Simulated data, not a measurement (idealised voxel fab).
process module | voxel transistor to metal
cross-section cut | 285 nm wide | cells 5 nm
A cross-section is a grid of square cells, given in bands from the top down. A band is one or more rows of cells.
Each band's line starts with the height of the band's top and of its bottom, in nm. Then come its materials from left to right, each with its width in nm. One material with "throughout" fills the band from edge to edge. "air" is empty space.
Height 0 is the level under which the wafer as received is all one material. The lowest band goes on downwards, as in "0 down".
A width such as "30 to 40" changes by the same amount from each row of cells to the next, from the band's top row to its bottom row.
"no change" after a step means that no cell of the cross-section changed.
closed voids: empty space of 8 cells or more with no open way to the top, each as width x height at its distance from the left edge, in nm
after a step's settings: what the simulator itself notes on the step
overlay nm, on a step with a mask: how far to the right of its planned place the mask lay; to the left if negative
Each pair below shows a cross-section before one step and the cross-section after it, down to the lowest band that changed. The line under each pair gives the step between them, with its settings. The pairs can come from different runs of this module on the same starting wafer, so a pair continues from the pair above only where its "before" says so.
before
  55 to 40: SiO2 25 | air 15 | SiO2 65 | air 15 | SiO2 40 | air 15 | SiO2 65 | air 15 | SiO2 30
  40 to 25: SiO2 25 | air 15 | SiO2 15 | SiN 5 | SiCN 25 | SiN 5 | SiO2 15 | air 15 | SiO2 40 | air 15 | SiO2 15 | SiN 5 | SiCN 25 | SiN 5 | SiO2 15 | air 15 | SiO2 30
  25 to 5: SiO2 25 | air 15 | SiO2 15 | SiN 5 | polySi 25 | SiN 5 | SiO2 15 | air 15 | SiO2 40 | air 15 | SiO2 15 | SiN 5 | polySi 25 | SiN 5 | SiO2 15 | air 15 | SiO2 30
  5 to 0: SiO2 25 | air 15 | SiO2 5 | nSi 10 | SiN 5 | polySi 25 | SiN 5 | nSi 10 | SiO2 5 | air 15 | SiO2 40 | air 15 | SiO2 5 | nSi 10 | SiN 5 | polySi 25 | SiN 5 | nSi 10 | SiO2 5 | air 15 | SiO2 30
  0 to -5: SiO2 5 | SiN 5 | SiO2 10 | SiN 5 | air 15 | SiO2 5 | nSi 10 | SiO2 35 | nSi 10 | SiO2 5 | air 15 | SiN 5 | SiO2 30 | SiN 5 | air 15 | SiO2 5 | nSi 10 | SiO2 35 | nSi 10 | SiO2 5 | air 15 | SiN 5 | SiO2 10 | SiN 5 | SiO2 10
  -5 to -10: SiO2 5 | SiN 5 | SiO2 10 | SiN 5 | SiO2 5 | nSi 25 | Si 35 | nSi 25 | SiO2 5 | SiN 5 | SiO2 30 | SiN 5 | SiO2 5 | nSi 25 | Si 35 | nSi 25 | SiO2 5 | SiN 5 | SiO2 10 | SiN 5 | SiO2 10
  -10 to -15: SiO2 30 | nSi 25 | Si 35 | nSi 25 | SiO2 50 | nSi 25 | Si 35 | nSi 25 | SiO2 35
  -15 to -40: SiO2 25 | Si 95 | SiO2 40 | Si 95 | SiO2 30
  -40 down: Si throughout
  closed voids: none
after
  60 to 55: TiN 30 | air 5 | TiN 75 | air 5 | TiN 50 | air 5 | TiN 75 | air 5 | TiN 35
  55 to 40: SiO2 25 | TiN 5 | air 5 | TiN 5 | SiO2 65 | TiN 5 | air 5 | TiN 5 | SiO2 40 | TiN 5 | air 5 | TiN 5 | SiO2 65 | TiN 5 | air 5 | TiN 5 | SiO2 30
  40 to 25: SiO2 25 | TiN 5 | air 5 | TiN 5 | SiO2 15 | SiN 5 | SiCN 25 | SiN 5 | SiO2 15 | TiN 5 | air 5 | TiN 5 | SiO2 40 | TiN 5 | air 5 | TiN 5 | SiO2 15 | SiN 5 | SiCN 25 | SiN 5 | SiO2 15 | TiN 5 | air 5 | TiN 5 | SiO2 30
  25 to 5: SiO2 25 | TiN 5 | air 5 | TiN 5 | SiO2 15 | SiN 5 | polySi 25 | SiN 5 | SiO2 15 | TiN 5 | air 5 | TiN 5 | SiO2 40 | TiN 5 | air 5 | TiN 5 | SiO2 15 | SiN 5 | polySi 25 | SiN 5 | SiO2 15 | TiN 5 | air 5 | TiN 5 | SiO2 30
  5 to 0: SiO2 25 | TiN 5 | air 5 | TiN 5 | SiO2 5 | nSi 10 | SiN 5 | polySi 25 | SiN 5 | nSi 10 | SiO2 5 | TiN 5 | air 5 | TiN 5 | SiO2 40 | TiN 5 | air 5 | TiN 5 | SiO2 5 | nSi 10 | SiN 5 | polySi 25 | SiN 5 | nSi 10 | SiO2 5 | TiN 5 | air 5 | TiN 5 | SiO2 30
  0 to -5: SiO2 5 | SiN 5 | SiO2 10 | SiN 5 | TiN 15 | SiO2 5 | nSi 10 | SiO2 35 | nSi 10 | SiO2 5 | TiN 15 | SiN 5 | SiO2 30 | SiN 5 | TiN 15 | SiO2 5 | nSi 10 | SiO2 35 | nSi 10 | SiO2 5 | TiN 15 | SiN 5 | SiO2 10 | SiN 5 | SiO2 10
  below -5: unchanged
  closed voids: none
the step between: op CONFORMAL_DEP | material TiN | thk nm 5
before: the cross-section after the pair above
after
  65 to 60: W throughout
  60 to 55: TiN 30 | W 5 | TiN 75 | W 5 | TiN 50 | W 5 | TiN 75 | W 5 | TiN 35
  55 to 40: SiO2 25 | TiN 5 | W 5 | TiN 5 | SiO2 65 | TiN 5 | W 5 | TiN 5 | SiO2 40 | TiN 5 | W 5 | TiN 5 | SiO2 65 | TiN 5 | W 5 | TiN 5 | SiO2 30
  40 to 25: SiO2 25 | TiN 5 | W 5 | TiN 5 | SiO2 15 | SiN 5 | SiCN 25 | SiN 5 | SiO2 15 | TiN 5 | W 5 | TiN 5 | SiO2 40 | TiN 5 | W 5 | TiN 5 | SiO2 15 | SiN 5 | SiCN 25 | SiN 5 | SiO2 15 | TiN 5 | W 5 | TiN 5 | SiO2 30
  25 to 5: SiO2 25 | TiN 5 | W 5 | TiN 5 | SiO2 15 | SiN 5 | polySi 25 | SiN 5 | SiO2 15 | TiN 5 | W 5 | TiN 5 | SiO2 40 | TiN 5 | W 5 | TiN 5 | SiO2 15 | SiN 5 | polySi 25 | SiN 5 | SiO2 15 | TiN 5 | W 5 | TiN 5 | SiO2 30
  5 to 0: SiO2 25 | TiN 5 | W 5 | TiN 5 | SiO2 5 | nSi 10 | SiN 5 | polySi 25 | SiN 5 | nSi 10 | SiO2 5 | TiN 5 | W 5 | TiN 5 | SiO2 40 | TiN 5 | W 5 | TiN 5 | SiO2 5 | nSi 10 | SiN 5 | polySi 25 | SiN 5 | nSi 10 | SiO2 5 | TiN 5 | W 5 | TiN 5 | SiO2 30
  below 0: unchanged
  closed voids: none
the step between: op FILL_DEP | material W | thk nm 5
before: the cross-section after the pair above
after
  55 to 40: SiO2 25 | TiN 5 | W 5 | TiN 5 | SiO2 65 | TiN 5 | W 5 | TiN 5 | SiO2 40 | TiN 5 | W 5 | TiN 5 | SiO2 65 | TiN 5 | W 5 | TiN 5 | SiO2 30
  below 40: unchanged
  closed voids: none
the step between: op CMP | height nm 55
before: the cross-section after the pair above
after
  60 to 55: SiCN throughout
  below 55: unchanged
  closed voids: none
the step between: op CONFORMAL_DEP | material SiCN | thk nm 5
before: the cross-section after the pair above
after
  85 to 60: lowk throughout
  below 60: unchanged
  closed voids: none
the step between: op DIRECTIONAL_DEP | material lowk | thk nm 25
before: the cross-section after the pair above
after
  100 to 85: resist 25 | air 15 | resist 65 | air 15 | resist 40 | air 15 | resist 65 | air 15 | resist 30
  below 85: unchanged
  closed voids: none
the step between: op PATTERN | tone open | mask id METAL_1 | material resist | width nm 15 | thk nm 15 | overlay nm 0
before: the cross-section after the pair above
after
  100 to 85: resist 25 | air 15 | resist 65 | air 15 | resist 40 | air 15 | resist 65 | air 15 | resist 30
  85 to 60: lowk 25 | air 15 | lowk 65 | air 15 | lowk 40 | air 15 | lowk 65 | air 15 | lowk 30
  below 60: unchanged
  closed voids: none
the step between: op DIRECTIONAL_ETCH | etch materials lowk | depth nm 25
before: the cross-section after the pair above
after
  100 to 85: resist 25 | air 15 | resist 65 | air 15 | resist 40 | air 15 | resist 65 | air 15 | resist 30
  85 to 60: lowk 25 | air 15 | lowk 65 | air 15 | lowk 40 | air 15 | lowk 65 | air 15 | lowk 30
  60 to 55: SiCN 25 | air 15 | SiCN 65 | air 15 | SiCN 40 | air 15 | SiCN 65 | air 15 | SiCN 30
  below 55: unchanged
  closed voids: none
the step between: op DIRECTIONAL_ETCH | etch materials SiCN | depth nm 5
before: the cross-section after the pair above
after
  85 to 60: lowk 25 | air 15 | lowk 65 | air 15 | lowk 40 | air 15 | lowk 65 | air 15 | lowk 30
  below 60: unchanged
  closed voids: none
the step between: op STRIP | etch materials resist
before: the cross-section after the pair above
after
  90 to 85: TiN 30 | air 5 | TiN 75 | air 5 | TiN 50 | air 5 | TiN 75 | air 5 | TiN 35
  85 to 60: lowk 25 | TiN 5 | air 5 | TiN 5 | lowk 65 | TiN 5 | air 5 | TiN 5 | lowk 40 | TiN 5 | air 5 | TiN 5 | lowk 65 | TiN 5 | air 5 | TiN 5 | lowk 30
  60 to 55: SiCN 25 | TiN 15 | SiCN 65 | TiN 15 | SiCN 40 | TiN 15 | SiCN 65 | TiN 15 | SiCN 30
  below 55: unchanged
  closed voids: none
the step between: op CONFORMAL_DEP | material TiN | thk nm 5
before: the cross-section after the pair above
after
  100 to 90: Ru throughout
  90 to 85: TiN 30 | Ru 5 | TiN 75 | Ru 5 | TiN 50 | Ru 5 | TiN 75 | Ru 5 | TiN 35
  85 to 60: lowk 25 | TiN 5 | Ru 5 | TiN 5 | lowk 65 | TiN 5 | Ru 5 | TiN 5 | lowk 40 | TiN 5 | Ru 5 | TiN 5 | lowk 65 | TiN 5 | Ru 5 | TiN 5 | lowk 30
  below 60: unchanged
  closed voids: none
the step between: op FILL_DEP | material Ru | thk nm 10
before: the cross-section after the pair above
after
  85 to 60: lowk 25 | TiN 5 | Ru 5 | TiN 5 | lowk 65 | TiN 5 | Ru 5 | TiN 5 | lowk 40 | TiN 5 | Ru 5 | TiN 5 | lowk 65 | TiN 5 | Ru 5 | TiN 5 | lowk 30
  below 60: unchanged
  closed voids: none
the step between: op CMP | height nm 85
before: the cross-section after the pair above
after
  90 to 85: SiCN throughout
  below 85: unchanged
  closed voids: none
the step between: op CONFORMAL_DEP | material SiCN | thk nm 5
before
  55 to 40: SiO2 25 | TiN 5 | W 5 | TiN 5 | SiO2 65 | TiN 5 | W 5 | TiN 5 | SiO2 40 | TiN 5 | W 5 | TiN 5 | SiO2 65 | TiN 5 | W 5 | TiN 5 | SiO2 30
  40 to 25: SiO2 25 | TiN 5 | W 5 | TiN 5 | SiO2 15 | SiN 5 | SiCN 25 | SiN 5 | SiO2 15 | TiN 5 | W 5 | TiN 5 | SiO2 40 | TiN 5 | W 5 | TiN 5 | SiO2 15 | SiN 5 | SiCN 25 | SiN 5 | SiO2 15 | TiN 5 | W 5 | TiN 5 | SiO2 30
  25 to 5: SiO2 25 | TiN 5 | W 5 | TiN 5 | SiO2 15 | SiN 5 | polySi 25 | SiN 5 | SiO2 15 | TiN 5 | W 5 | TiN 5 | SiO2 40 | TiN 5 | W 5 | TiN 5 | SiO2 15 | SiN 5 | polySi 25 | SiN 5 | SiO2 15 | TiN 5 | W 5 | TiN 5 | SiO2 30
  5 to 0: SiO2 25 | TiN 5 | W 5 | TiN 5 | SiO2 5 | nSi 10 | SiN 5 | polySi 25 | SiN 5 | nSi 10 | SiO2 5 | TiN 5 | W 5 | TiN 5 | SiO2 40 | TiN 5 | W 5 | TiN 5 | SiO2 5 | nSi 10 | SiN 5 | polySi 25 | SiN 5 | nSi 10 | SiO2 5 | TiN 5 | W 5 | TiN 5 | SiO2 30
  0 to -5: SiO2 25 | TiN 15 | SiO2 5 | nSi 10 | SiO2 35 | nSi 10 | SiO2 5 | TiN 15 | SiO2 40 | TiN 15 | SiO2 5 | nSi 10 | SiO2 35 | nSi 10 | SiO2 5 | TiN 15 | SiO2 30
  -5 to -15: SiO2 25 | nSi 30 | Si 35 | nSi 30 | SiO2 40 | nSi 30 | Si 35 | nSi 30 | SiO2 30
  -15 to -40: SiO2 25 | Si 95 | SiO2 40 | Si 95 | SiO2 30
  -40 down: Si throughout
  closed voids: none
after
  70 to 55: SiCN throughout
  below 55: unchanged
  closed voids: none
the step between: op CONFORMAL_DEP | material SiCN | thk nm 15
before: the cross-section after the pair above
after
  95 to 70: lowk throughout
  below 70: unchanged
  closed voids: none
the step between: op DIRECTIONAL_DEP | material lowk | thk nm 25
before: the cross-section after the pair above
after
  110 to 95: resist 25 | air 15 | resist 65 | air 15 | resist 40 | air 15 | resist 65 | air 15 | resist 30
  below 95: unchanged
  closed voids: none
the step between: op PATTERN | tone open | mask id METAL_1 | material resist | width nm 15 | thk nm 15 | overlay nm 0
before: the cross-section after the pair above
after
  110 to 95: resist 25 | air 15 | resist 65 | air 15 | resist 40 | air 15 | resist 65 | air 15 | resist 30
  95 to 70: lowk 25 | air 15 | lowk 65 | air 15 | lowk 40 | air 15 | lowk 65 | air 15 | lowk 30
  below 70: unchanged
  closed voids: none
the step between: op DIRECTIONAL_ETCH | etch materials lowk | depth nm 25
before: the cross-section after the pair above
after
  110 to 95: resist 25 | air 15 | resist 65 | air 15 | resist 40 | air 15 | resist 65 | air 15 | resist 30
  95 to 70: lowk 25 | air 15 | lowk 65 | air 15 | lowk 40 | air 15 | lowk 65 | air 15 | lowk 30
  70 to 65: SiCN 25 | air 15 | SiCN 65 | air 15 | SiCN 40 | air 15 | SiCN 65 | air 15 | SiCN 30
  below 65: unchanged
  closed voids: none
the step between: op DIRECTIONAL_ETCH | etch materials SiCN | depth nm 5
before: the cross-section after the pair above
after
  95 to 70: lowk 25 | air 15 | lowk 65 | air 15 | lowk 40 | air 15 | lowk 65 | air 15 | lowk 30
  below 70: unchanged
  closed voids: none
the step between: op STRIP | etch materials resist
before: the cross-section after the pair above
after
  100 to 95: TiN 30 | air 5 | TiN 75 | air 5 | TiN 50 | air 5 | TiN 75 | air 5 | TiN 35
  95 to 70: lowk 25 | TiN 5 | air 5 | TiN 5 | lowk 65 | TiN 5 | air 5 | TiN 5 | lowk 40 | TiN 5 | air 5 | TiN 5 | lowk 65 | TiN 5 | air 5 | TiN 5 | lowk 30
  70 to 65: SiCN 25 | TiN 15 | SiCN 65 | TiN 15 | SiCN 40 | TiN 15 | SiCN 65 | TiN 15 | SiCN 30
  below 65: unchanged
  closed voids: none
the step between: op CONFORMAL_DEP | material TiN | thk nm 5
before: the cross-section after the pair above
after
  110 to 100: Ru throughout
  100 to 95: TiN 30 | Ru 5 | TiN 75 | Ru 5 | TiN 50 | Ru 5 | TiN 75 | Ru 5 | TiN 35
  95 to 70: lowk 25 | TiN 5 | Ru 5 | TiN 5 | lowk 65 | TiN 5 | Ru 5 | TiN 5 | lowk 40 | TiN 5 | Ru 5 | TiN 5 | lowk 65 | TiN 5 | Ru 5 | TiN 5 | lowk 30
  below 70: unchanged
  closed voids: none
the step between: op FILL_DEP | material Ru | thk nm 10
before: the cross-section after the pair above
after
  85 to 70: lowk 25 | TiN 5 | Ru 5 | TiN 5 | lowk 65 | TiN 5 | Ru 5 | TiN 5 | lowk 40 | TiN 5 | Ru 5 | TiN 5 | lowk 65 | TiN 5 | Ru 5 | TiN 5 | lowk 30
  below 70: unchanged
  closed voids: none
the step between: op CMP | height nm 85
before: the cross-section after the pair above
after
  90 to 85: SiCN throughout
  below 85: unchanged
  closed voids: none
the step between: op CONFORMAL_DEP | material SiCN | thk nm 5
before
  55 to 40: SiO2 throughout
  40 to 25: SiO2 55 | SiN 5 | SiCN 25 | SiN 5 | SiO2 100 | SiN 5 | SiCN 25 | SiN 5 | SiO2 60
  25 to 5: SiO2 55 | SiN 5 | polySi 25 | SiN 5 | SiO2 100 | SiN 5 | polySi 25 | SiN 5 | SiO2 60
  5 to 0: SiO2 45 | nSi 10 | SiN 5 | polySi 25 | SiN 5 | nSi 10 | SiO2 80 | nSi 10 | SiN 5 | polySi 25 | SiN 5 | nSi 10 | SiO2 50
  0 to -5: SiO2 45 | nSi 10 | SiO2 35 | nSi 10 | SiO2 80 | nSi 10 | SiO2 35 | nSi 10 | SiO2 50
  -5 to -15: SiO2 25 | nSi 30 | Si 35 | nSi 30 | SiO2 40 | nSi 30 | Si 35 | nSi 30 | SiO2 30
  -15 to -40: SiO2 25 | Si 95 | SiO2 40 | Si 95 | SiO2 30
  -40 down: Si throughout
  closed voids: none
after
  75 to 55: resist 25 | air 20 | resist 60 | air 20 | resist 35 | air 20 | resist 60 | air 20 | resist 25
  below 55: unchanged
  closed voids: none
the step between: op PATTERN | tone open | mask id CONTACT | material resist | width nm 20 | thk nm 20 | overlay nm 0
before: the cross-section after the pair above
after
  75 to 55: resist 25 | air 20 | resist 60 | air 20 | resist 35 | air 20 | resist 60 | air 20 | resist 25
  55 to 40: SiO2 25 | air 20 | SiO2 60 | air 20 | SiO2 35 | air 20 | SiO2 60 | air 20 | SiO2 25
  40 to 25: SiO2 25 | air 20 | SiO2 10 | SiN 5 | SiCN 25 | SiN 5 | SiO2 15 | air 20 | SiO2 35 | air 20 | SiO2 10 | SiN 5 | SiCN 25 | SiN 5 | SiO2 15 | air 20 | SiO2 25
  25 to 5: SiO2 25 | air 20 | SiO2 10 | SiN 5 | polySi 25 | SiN 5 | SiO2 15 | air 20 | SiO2 35 | air 20 | SiO2 10 | SiN 5 | polySi 25 | SiN 5 | SiO2 15 | air 20 | SiO2 25
  5 to 0: SiO2 25 | air 20 | nSi 10 | SiN 5 | polySi 25 | SiN 5 | nSi 10 | SiO2 5 | air 20 | SiO2 35 | air 20 | nSi 10 | SiN 5 | polySi 25 | SiN 5 | nSi 10 | SiO2 5 | air 20 | SiO2 25
  0 to -5: SiO2 25 | air 20 | nSi 10 | SiO2 35 | nSi 10 | SiO2 5 | air 20 | SiO2 35 | air 20 | nSi 10 | SiO2 35 | nSi 10 | SiO2 5 | air 20 | SiO2 25
  below -5: unchanged
  closed voids: none
the step between: op DIRECTIONAL_ETCH | etch materials SiO2 | depth nm 60
before: the cross-section after the pair above
after
  55 to 40: SiO2 25 | air 20 | SiO2 60 | air 20 | SiO2 35 | air 20 | SiO2 60 | air 20 | SiO2 25
  below 40: unchanged
  closed voids: none
the step between: op STRIP | etch materials resist
before: the cross-section after the pair above
after
  60 to 55: TiN 30 | air 10 | TiN 70 | air 10 | TiN 45 | air 10 | TiN 70 | air 10 | TiN 30
  55 to 40: SiO2 25 | TiN 5 | air 10 | TiN 5 | SiO2 60 | TiN 5 | air 10 | TiN 5 | SiO2 35 | TiN 5 | air 10 | TiN 5 | SiO2 60 | TiN 5 | air 10 | TiN 5 | SiO2 25
  40 to 25: SiO2 25 | TiN 5 | air 10 | TiN 5 | SiO2 10 | SiN 5 | SiCN 25 | SiN 5 | SiO2 15 | TiN 5 | air 10 | TiN 5 | SiO2 35 | TiN 5 | air 10 | TiN 5 | SiO2 10 | SiN 5 | SiCN 25 | SiN 5 | SiO2 15 | TiN 5 | air 10 | TiN 5 | SiO2 25
  25 to 5: SiO2 25 | TiN 5 | air 10 | TiN 5 | SiO2 10 | SiN 5 | polySi 25 | SiN 5 | SiO2 15 | TiN 5 | air 10 | TiN 5 | SiO2 35 | TiN 5 | air 10 | TiN 5 | SiO2 10 | SiN 5 | polySi 25 | SiN 5 | SiO2 15 | TiN 5 | air 10 | TiN 5 | SiO2 25
  5 to 0: SiO2 25 | TiN 5 | air 10 | TiN 5 | nSi 10 | SiN 5 | polySi 25 | SiN 5 | nSi 10 | SiO2 5 | TiN 5 | air 10 | TiN 5 | SiO2 35 | TiN 5 | air 10 | TiN 5 | nSi 10 | SiN 5 | polySi 25 | SiN 5 | nSi 10 | SiO2 5 | TiN 5 | air 10 | TiN 5 | SiO2 25
  0 to -5: SiO2 25 | TiN 20 | nSi 10 | SiO2 35 | nSi 10 | SiO2 5 | TiN 20 | SiO2 35 | TiN 20 | nSi 10 | SiO2 35 | nSi 10 | SiO2 5 | TiN 20 | SiO2 25
  below -5: unchanged
  closed voids: none
the step between: op CONFORMAL_DEP | material TiN | thk nm 5
before: the cross-section after the pair above
after
  65 to 60: W throughout
  60 to 55: TiN 30 | W 10 | TiN 70 | W 10 | TiN 45 | W 10 | TiN 70 | W 10 | TiN 30
  55 to 40: SiO2 25 | TiN 5 | W 10 | TiN 5 | SiO2 60 | TiN 5 | W 10 | TiN 5 | SiO2 35 | TiN 5 | W 10 | TiN 5 | SiO2 60 | TiN 5 | W 10 | TiN 5 | SiO2 25
  40 to 25: SiO2 25 | TiN 5 | W 10 | TiN 5 | SiO2 10 | SiN 5 | SiCN 25 | SiN 5 | SiO2 15 | TiN 5 | W 10 | TiN 5 | SiO2 35 | TiN 5 | W 10 | TiN 5 | SiO2 10 | SiN 5 | SiCN 25 | SiN 5 | SiO2 15 | TiN 5 | W 10 | TiN 5 | SiO2 25
  25 to 5: SiO2 25 | TiN 5 | W 10 | TiN 5 | SiO2 10 | SiN 5 | polySi 25 | SiN 5 | SiO2 15 | TiN 5 | W 10 | TiN 5 | SiO2 35 | TiN 5 | W 10 | TiN 5 | SiO2 10 | SiN 5 | polySi 25 | SiN 5 | SiO2 15 | TiN 5 | W 10 | TiN 5 | SiO2 25
  5 to 0: SiO2 25 | TiN 5 | W 10 | TiN 5 | nSi 10 | SiN 5 | polySi 25 | SiN 5 | nSi 10 | SiO2 5 | TiN 5 | W 10 | TiN 5 | SiO2 35 | TiN 5 | W 10 | TiN 5 | nSi 10 | SiN 5 | polySi 25 | SiN 5 | nSi 10 | SiO2 5 | TiN 5 | W 10 | TiN 5 | SiO2 25
  below 0: unchanged
  closed voids: none
the step between: op FILL_DEP | material W | thk nm 5
before: the cross-section after the pair above
after
  55 to 40: SiO2 25 | TiN 5 | W 10 | TiN 5 | SiO2 60 | TiN 5 | W 10 | TiN 5 | SiO2 35 | TiN 5 | W 10 | TiN 5 | SiO2 60 | TiN 5 | W 10 | TiN 5 | SiO2 25
  below 40: unchanged
  closed voids: none
the step between: op CMP | height nm 55
before: the cross-section after the pair above
after
  60 to 55: SiCN throughout
  below 55: unchanged
  closed voids: none
the step between: op CONFORMAL_DEP | material SiCN | thk nm 5
before: the cross-section after the pair above
after
  85 to 60: lowk throughout
  below 60: unchanged
  closed voids: none
the step between: op DIRECTIONAL_DEP | material lowk | thk nm 25
before: the cross-section after the pair above
after
  100 to 85: resist 25 | air 15 | resist 65 | air 15 | resist 40 | air 15 | resist 65 | air 15 | resist 30
  below 85: unchanged
  closed voids: none
the step between: op PATTERN | tone open | mask id METAL_1 | material resist | width nm 15 | thk nm 15 | overlay nm 0
before: the cross-section after the pair above
after
  100 to 85: resist 25 | air 15 | resist 65 | air 15 | resist 40 | air 15 | resist 65 | air 15 | resist 30
  85 to 60: lowk 25 | air 15 | lowk 65 | air 15 | lowk 40 | air 15 | lowk 65 | air 15 | lowk 30
  below 60: unchanged
  closed voids: none
the step between: op DIRECTIONAL_ETCH | etch materials lowk | depth nm 25
before: the cross-section after the pair above
after
  100 to 85: resist 25 | air 15 | resist 65 | air 15 | resist 40 | air 15 | resist 65 | air 15 | resist 30
  85 to 60: lowk 25 | air 15 | lowk 65 | air 15 | lowk 40 | air 15 | lowk 65 | air 15 | lowk 30
  60 to 55: SiCN 25 | air 15 | SiCN 65 | air 15 | SiCN 40 | air 15 | SiCN 65 | air 15 | SiCN 30
  below 55: unchanged
  closed voids: none
the step between: op DIRECTIONAL_ETCH | etch materials SiCN | depth nm 5
before: the cross-section after the pair above
after
  85 to 60: lowk 25 | air 15 | lowk 65 | air 15 | lowk 40 | air 15 | lowk 65 | air 15 | lowk 30
  below 60: unchanged
  closed voids: none
the step between: op STRIP | etch materials resist
before: the cross-section after the pair above
after
  90 to 85: TiN 30 | air 5 | TiN 75 | air 5 | TiN 50 | air 5 | TiN 75 | air 5 | TiN 35
  85 to 60: lowk 25 | TiN 5 | air 5 | TiN 5 | lowk 65 | TiN 5 | air 5 | TiN 5 | lowk 40 | TiN 5 | air 5 | TiN 5 | lowk 65 | TiN 5 | air 5 | TiN 5 | lowk 30
  60 to 55: SiCN 25 | TiN 15 | SiCN 65 | TiN 15 | SiCN 40 | TiN 15 | SiCN 65 | TiN 15 | SiCN 30
  below 55: unchanged
  closed voids: none
the step between: op CONFORMAL_DEP | material TiN | thk nm 5
before: the cross-section after the pair above
after
  100 to 90: Ru throughout
  90 to 85: TiN 30 | Ru 5 | TiN 75 | Ru 5 | TiN 50 | Ru 5 | TiN 75 | Ru 5 | TiN 35
  85 to 60: lowk 25 | TiN 5 | Ru 5 | TiN 5 | lowk 65 | TiN 5 | Ru 5 | TiN 5 | lowk 40 | TiN 5 | Ru 5 | TiN 5 | lowk 65 | TiN 5 | Ru 5 | TiN 5 | lowk 30
  below 60: unchanged
  closed voids: none
the step between: op FILL_DEP | material Ru | thk nm 10
before: the cross-section after the pair above
after
  85 to 60: lowk 25 | TiN 5 | Ru 5 | TiN 5 | lowk 65 | TiN 5 | Ru 5 | TiN 5 | lowk 40 | TiN 5 | Ru 5 | TiN 5 | lowk 65 | TiN 5 | Ru 5 | TiN 5 | lowk 30
  below 60: unchanged
  closed voids: none
the step between: op CMP | height nm 85
before: the cross-section after the pair above
after
  90 to 85: SiCN throughout
  below 85: unchanged
  closed voids: none
the step between: op CONFORMAL_DEP | material SiCN | thk nm 5
before
  40 to 25: SiCN throughout
  25 to 0: polySi throughout
  0 to -5: SiO2 throughout
  -5 to -40: SiO2 25 | Si 95 | SiO2 40 | Si 95 | SiO2 30
  -40 down: Si throughout
  closed voids: none
after
  40 to 25: air 65 | SiCN 25 | air 110 | SiCN 25 | air 60
  below 25: unchanged
  closed voids: none
the step between: op MASKED_ETCH | tone cover | mask id GATE | width nm 25 | pitch nm 135 | etch materials SiCN | depth nm 25 | overlay nm 5
before: the cross-section after the pair above
after
  40 to 25: air 65 | SiCN 25 | air 110 | SiCN 25 | air 60
  25 to 0: air 60 | polySi 30 | air 105 | polySi 30 | air 60
  below 0: unchanged
  closed voids: none
the step between: op MASKED_ETCH | tone cover | mask id GATE | width nm 25 | pitch nm 135 | etch materials polySi | depth nm 35 | overlay nm 0
before: the cross-section after the pair above
after
  45 to 40: air 60 | SiN 35 | air 100 | SiN 35 | air 55
  40 to 30: air 60 | SiN 5 | SiCN 25 | SiN 5 | air 100 | SiN 5 | SiCN 25 | SiN 5 | air 55
  30 to 25: air 55 | SiN 10 | SiCN 25 | SiN 5 | air 95 | SiN 10 | SiCN 25 | SiN 5 | air 55
  25 to 5: air 55 | SiN 5 | polySi 30 | SiN 5 | air 95 | SiN 5 | polySi 30 | SiN 5 | air 55
  5 to 0: SiN 60 | polySi 30 | SiN 105 | polySi 30 | SiN 60
  below 0: unchanged
  closed voids: none
the step between: op CONFORMAL_DEP | material SiN | thk nm 5
before: the cross-section after the pair above
after
  40 to 25: air 60 | SiN 5 | SiCN 25 | SiN 5 | air 100 | SiN 5 | SiCN 25 | SiN 5 | air 55
  25 to 0: air 55 | SiN 5 | polySi 30 | SiN 5 | air 95 | SiN 5 | polySi 30 | SiN 5 | air 55
  below 0: unchanged
  closed voids: none
the step between: op DIRECTIONAL_ETCH | etch materials SiN | depth nm 5
before: the cross-section after the pair above
after
  40 to 25: air 60 | SiN 5 | SiCN 25 | SiN 5 | air 100 | SiN 5 | SiCN 25 | SiN 5 | air 55
  25 to 0: air 55 | SiN 5 | polySi 30 | SiN 5 | air 95 | SiN 5 | polySi 30 | SiN 5 | air 55
  0 to -5: air 55 | SiO2 40 | air 95 | SiO2 40 | air 55
  below -5: unchanged
  closed voids: none
the step between: op DIRECTIONAL_ETCH | etch materials SiO2 | depth nm 5
before: the cross-section after the pair above
after
  40 to 25: air 60 | SiN 5 | SiCN 25 | SiN 5 | air 100 | SiN 5 | SiCN 25 | SiN 5 | air 55
  25 to 0: air 55 | SiN 5 | polySi 30 | SiN 5 | air 95 | SiN 5 | polySi 30 | SiN 5 | air 55
  0 to -5: air 55 | SiO2 40 | air 95 | SiO2 40 | air 55
  -5 to -15: SiO2 25 | air 30 | Si 40 | air 25 | SiO2 40 | air 30 | Si 40 | air 25 | SiO2 30
  below -15: unchanged
  closed voids: none
the step between: op DIRECTIONAL_ETCH | etch materials Si | depth nm 10
before: the cross-section after the pair above
after
  40 to 25: air 60 | SiN 5 | SiCN 25 | SiN 5 | air 100 | SiN 5 | SiCN 25 | SiN 5 | air 55
  25 to 5: air 55 | SiN 5 | polySi 30 | SiN 5 | air 95 | SiN 5 | polySi 30 | SiN 5 | air 55
  5 to 0: air 45 | nSi 10 | SiN 5 | polySi 30 | SiN 5 | nSi 10 | air 75 | nSi 10 | SiN 5 | polySi 30 | SiN 5 | nSi 10 | air 45
  0 to -5: air 45 | nSi 10 | SiO2 40 | nSi 10 | air 75 | nSi 10 | SiO2 40 | nSi 10 | air 45
  -5 to -15: SiO2 25 | nSi 30 | Si 40 | nSi 25 | SiO2 40 | nSi 30 | Si 40 | nSi 25 | SiO2 30
  below -15: unchanged
  closed voids: none
the step between: op EPI | material nSi | thk nm 10
before: the cross-section after the pair above
after
  45 to 40: SiO2 throughout
  40 to 25: SiO2 60 | SiN 5 | SiCN 25 | SiN 5 | SiO2 100 | SiN 5 | SiCN 25 | SiN 5 | SiO2 55
  25 to 5: SiO2 55 | SiN 5 | polySi 30 | SiN 5 | SiO2 95 | SiN 5 | polySi 30 | SiN 5 | SiO2 55
  5 to 0: SiO2 45 | nSi 10 | SiN 5 | polySi 30 | SiN 5 | nSi 10 | SiO2 75 | nSi 10 | SiN 5 | polySi 30 | SiN 5 | nSi 10 | SiO2 45
  0 to -5: SiO2 45 | nSi 10 | SiO2 40 | nSi 10 | SiO2 75 | nSi 10 | SiO2 40 | nSi 10 | SiO2 45
  below -5: unchanged
  closed voids: none
the step between: op FILL_DEP | material SiO2 | thk nm 5
before: the cross-section after the pair above
after
  40 to 25: SiO2 60 | SiN 5 | SiCN 25 | SiN 5 | SiO2 100 | SiN 5 | SiCN 25 | SiN 5 | SiO2 55
  below 25: unchanged
  closed voids: none
the step between: op CMP | height nm 40
before: the cross-section after the pair above
after
  55 to 40: SiO2 throughout
  below 40: unchanged
  closed voids: none
the step between: op DIRECTIONAL_DEP | material SiO2 | thk nm 15
before: the cross-section after the pair above
after
  75 to 55: resist 25 | air 15 | resist 65 | air 15 | resist 40 | air 15 | resist 65 | air 15 | resist 30
  below 55: unchanged
  closed voids: none
the step between: op PATTERN | tone open | mask id CONTACT | material resist | width nm 15 | thk nm 20 | overlay nm 0
